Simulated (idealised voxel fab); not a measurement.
This is a process module. Its name is voxel trench capacitor.
Cross-section cut spans 265 nm and uses square cells 5 nm in size.
When this document writes out a cross-section, it uses a grid of square cells and lists it as bands, beginning at the top and moving down, with a band standing for one or more rows of cells. The entry gives the band's vertical extent as a top height and a bottom height in nm, then its horizontal make-up as materials from left to right, each with a width in nm. "blank" stands for empty space; a single material marked "all across" fills the band edge to edge. Heights are expressed relative to 0, this being the level below which the as-received wafer comprises one material exclusively. The lowest band is unbounded in the downward direction and is denoted as in "z 0 and below". So if you see something like "30..40" for the width, read it as the top row of the band sitting at the first number and the bottom row at the second, with every row in between moving by the same amount as the last. Take "remains unaltered" at face value: in the step it is given for, the cross-section changed in none of its cells. Under "Sealed void inventory" you'll find the enclosed gaps, the ones with no way out to the top, that are 8 cells or bigger; each reads width x height at distance, with distance counted from the left edge, everything in nm. Whatever follows a step's settings on its line is a remark the simulator itself makes about that step. "overlay nm" on a masked step: distance the mask lay right of its planned place, negative for left.
Process steps foreseen in the plan
1: RECEIVE [material Si]
2: CONFORMAL_DEP [material SiN] [thk nm 5]
3: DIRECTIONAL_DEP [material aC] [thk nm 10]
4: PATTERN [tone open] [mask id TRENCH] [material resist] [width nm 30] [pitch nm 60] [thk nm 30] [overlay nm 0]
5: DIRECTIONAL_ETCH [etch materials aC] [depth nm 10]
6: STRIP [etch materials resist]
7: DIRECTIONAL_ETCH [etch materials SiN] [depth nm 5]
8: DIRECTIONAL_ETCH [etch materials Si] [depth nm 40]
9: STRIP [etch materials aC]
10: CONFORMAL_DEP [material HfO2] [thk nm 5]
11: CONFORMAL_DEP [material TiN] [thk nm 5]
12: FILL_DEP [material W] [thk nm 5]
13: CMP [height nm 5]
First of two wafers - as planned
Cross-section of the incoming wafer, state after step 1
z 0 and below = Si all across
Sealed void inventory: none
Cross-section: wafer state after step 2
z 5 to 0 = SiN all across
Below 0, the layers are the same as they were.
Cross-section: wafer state after step 3
z 15 to 5 = aC all across
Below 5, the layers are the same as they were.
Cross-section: wafer state after step 4
z 45 to 15 = 85 resist | 30 blank | 30 resist | 30 blank | 90 resist
Below 15, the layers are the same as they were.
Cross-section: wafer state after step 5
z 35 to 15 = 85 resist | 30 blank | 30 resist | 30 blank | 90 resist
z 15 to 5 = 85 aC | 30 blank | 30 aC | 30 blank | 90 aC
Below 5, the layers are the same as they were.
Cross-section: wafer state after step 6
z 15 to 5 = 85 aC | 30 blank | 30 aC | 30 blank | 90 aC
Below 5, the layers are the same as they were.
Cross-section: wafer state after step 7
z 15 to 5 = 85 aC | 30 blank | 30 aC | 30 blank | 90 aC
z 5 to 0 = 85 SiN | 30 blank | 30 SiN | 30 blank | 90 SiN
Below 0, the layers are the same as they were.
Cross-section: wafer state after step 8
z 15 to 5 = 85 aC | 30 blank | 30 aC | 30 blank | 90 aC
z 5 to 0 = 85 SiN | 30 blank | 30 SiN | 30 blank | 90 SiN
z 0 to -40 = 85 Si | 30 blank | 30 Si | 30 blank | 90 Si
Below -40, the layers are the same as they were.
Cross-section: wafer state after step 9
z 5 to 0 = 85 SiN | 30 blank | 30 SiN | 30 blank | 90 SiN
Below 0, the layers are the same as they were.
Cross-section: wafer state after step 10
z 10 to 5 = 90 HfO2 | 20 blank | 40 HfO2 | 20 blank | 95 HfO2
z 5 to 0 = 85 SiN | 5 HfO2 | 20 blank | 5 HfO2 | 30 SiN | 5 HfO2 | 20 blank | 5 HfO2 | 90 SiN
z 0 to -35 = 85 Si | 5 HfO2 | 20 blank | 5 HfO2 | 30 Si | 5 HfO2 | 20 blank | 5 HfO2 | 90 Si
z -35 to -40 = 85 Si | 30 HfO2 | 30 Si | 30 HfO2 | 90 Si
Below -40, the layers are the same as they were.
Cross-section: wafer state after step 11
z 15 to 10 = 95 TiN | 10 blank | 50 TiN | 10 blank | 100 TiN
z 10 to 5 = 90 HfO2 | 5 TiN | 10 blank | 5 TiN | 40 HfO2 | 5 TiN | 10 blank | 5 TiN | 95 HfO2
z 5 to 0 = 85 SiN | 5 HfO2 | 5 TiN | 10 blank | 5 TiN | 5 HfO2 | 30 SiN | 5 HfO2 | 5 TiN | 10 blank | 5 TiN | 5 HfO2 | 90 SiN
z 0 to -30 = 85 Si | 5 HfO2 | 5 TiN | 10 blank | 5 TiN | 5 HfO2 | 30 Si | 5 HfO2 | 5 TiN | 10 blank | 5 TiN | 5 HfO2 | 90 Si
z -30 to -35 = 85 Si | 5 HfO2 | 20 TiN | 5 HfO2 | 30 Si | 5 HfO2 | 20 TiN | 5 HfO2 | 90 Si
Below -35, the layers are the same as they were.
Cross-section: wafer state after step 12
z 20 to 15 = W all across
z 15 to 10 = 95 TiN | 10 W | 50 TiN | 10 W | 100 TiN
z 10 to 5 = 90 HfO2 | 5 TiN | 10 W | 5 TiN | 40 HfO2 | 5 TiN | 10 W | 5 TiN | 95 HfO2
z 5 to 0 = 85 SiN | 5 HfO2 | 5 TiN | 10 W | 5 TiN | 5 HfO2 | 30 SiN | 5 HfO2 | 5 TiN | 10 W | 5 TiN | 5 HfO2 | 90 SiN
z 0 to -30 = 85 Si | 5 HfO2 | 5 TiN | 10 W | 5 TiN | 5 HfO2 | 30 Si | 5 HfO2 | 5 TiN | 10 W | 5 TiN | 5 HfO2 | 90 Si
Below -30, the layers are the same as they were.
Cross-section: wafer state after step 13
z 5 to 0 = 85 SiN | 5 HfO2 | 5 TiN | 10 W | 5 TiN | 5 HfO2 | 30 SiN | 5 HfO2 | 5 TiN | 10 W | 5 TiN | 5 HfO2 | 90 SiN
Below 0, the layers are the same as they were.
Wafer two. Identical start, identical plan. One mistake in execution. Identical history through step 3
Second wafer profile in section, at the moment step 4 of the plan was meant to be complete
z 45 to 15 = 80 resist | 30 blank | 30 resist | 30 blank | 95 resist
Below 15, the layers are the same as they were.
Second wafer profile in section, at the moment step 5 of the plan was meant to be complete
z 35 to 15 = 80 resist | 30 blank | 30 resist | 30 blank | 95 resist
z 15 to 5 = 80 aC | 30 blank | 30 aC | 30 blank | 95 aC
Below 5, the layers are the same as they were.
Second wafer profile in section, at the moment step 6 of the plan was meant to be complete
z 15 to 5 = 80 aC | 30 blank | 30 aC | 30 blank | 95 aC
Below 5, the layers are the same as they were.
Second wafer profile in section, at the moment step 7 of the plan was meant to be complete
z 15 to 5 = 80 aC | 30 blank | 30 aC | 30 blank | 95 aC
z 5 to 0 = 80 SiN | 30 blank | 30 SiN | 30 blank | 95 SiN
Below 0, the layers are the same as they were.
Second wafer profile in section, at the moment step 8 of the plan was meant to be complete
z 15 to 5 = 80 aC | 30 blank | 30 aC | 30 blank | 95 aC
z 5 to 0 = 80 SiN | 30 blank | 30 SiN | 30 blank | 95 SiN
z 0 to -40 = 80 Si | 30 blank | 30 Si | 30 blank | 95 Si
Below -40, the layers are the same as they were.
Second wafer profile in section, at the moment step 9 of the plan was meant to be complete
z 5 to 0 = 80 SiN | 30 blank | 30 SiN | 30 blank | 95 SiN
Below 0, the layers are the same as they were.
Second wafer profile in section, at the moment step 10 of the plan was meant to be complete
z 10 to 5 = 85 HfO2 | 20 blank | 40 HfO2 | 20 blank | 100 HfO2
z 5 to 0 = 80 SiN | 5 HfO2 | 20 blank | 5 HfO2 | 30 SiN | 5 HfO2 | 20 blank | 5 HfO2 | 95 SiN
z 0 to -35 = 80 Si | 5 HfO2 | 20 blank | 5 HfO2 | 30 Si | 5 HfO2 | 20 blank | 5 HfO2 | 95 Si
z -35 to -40 = 80 Si | 30 HfO2 | 30 Si | 30 HfO2 | 95 Si
Below -40, the layers are the same as they were.
Second wafer profile in section, at the moment step 11 of the plan was meant to be complete
z 15 to 10 = 90 TiN | 10 blank | 50 TiN | 10 blank | 105 TiN
z 10 to 5 = 85 HfO2 | 5 TiN | 10 blank | 5 TiN | 40 HfO2 | 5 TiN | 10 blank | 5 TiN | 100 HfO2
z 5 to 0 = 80 SiN | 5 HfO2 | 5 TiN | 10 blank | 5 TiN | 5 HfO2 | 30 SiN | 5 HfO2 | 5 TiN | 10 blank | 5 TiN | 5 HfO2 | 95 SiN
z 0 to -30 = 80 Si | 5 HfO2 | 5 TiN | 10 blank | 5 TiN | 5 HfO2 | 30 Si | 5 HfO2 | 5 TiN | 10 blank | 5 TiN | 5 HfO2 | 95 Si
z -30 to -35 = 80 Si | 5 HfO2 | 20 TiN | 5 HfO2 | 30 Si | 5 HfO2 | 20 TiN | 5 HfO2 | 95 Si
Below -35, the layers are the same as they were.
Second wafer profile in section, at the moment step 12 of the plan was meant to be complete
z 20 to 15 = W all across
z 15 to 10 = 90 TiN | 10 W | 50 TiN | 10 W | 105 TiN
z 10 to 5 = 85 HfO2 | 5 TiN | 10 W | 5 TiN | 40 HfO2 | 5 TiN | 10 W | 5 TiN | 100 HfO2
z 5 to 0 = 80 SiN | 5 HfO2 | 5 TiN | 10 W | 5 TiN | 5 HfO2 | 30 SiN | 5 HfO2 | 5 TiN | 10 W | 5 TiN | 5 HfO2 | 95 SiN
z 0 to -30 = 80 Si | 5 HfO2 | 5 TiN | 10 W | 5 TiN | 5 HfO2 | 30 Si | 5 HfO2 | 5 TiN | 10 W | 5 TiN | 5 HfO2 | 95 Si
Below -30, the layers are the same as they were.
Second wafer profile in section, at the moment step 13 of the plan was meant to be complete
z 5 to 0 = 80 SiN | 5 HfO2 | 5 TiN | 10 W | 5 TiN | 5 HfO2 | 30 SiN | 5 HfO2 | 5 TiN | 10 W | 5 TiN | 5 HfO2 | 95 SiN
Below 0, the layers are the same as they were.
What went wrong in running the wafer? contrary to plan, step 4 was performed as PATTERN [tone open] [mask id TRENCH] [material resist] [width nm 30] [pitch nm 60] [thk nm 30] [overlay nm -5]
At the end, the second wafer has the same number of cells of each material as the first, but those cells sit in other places.
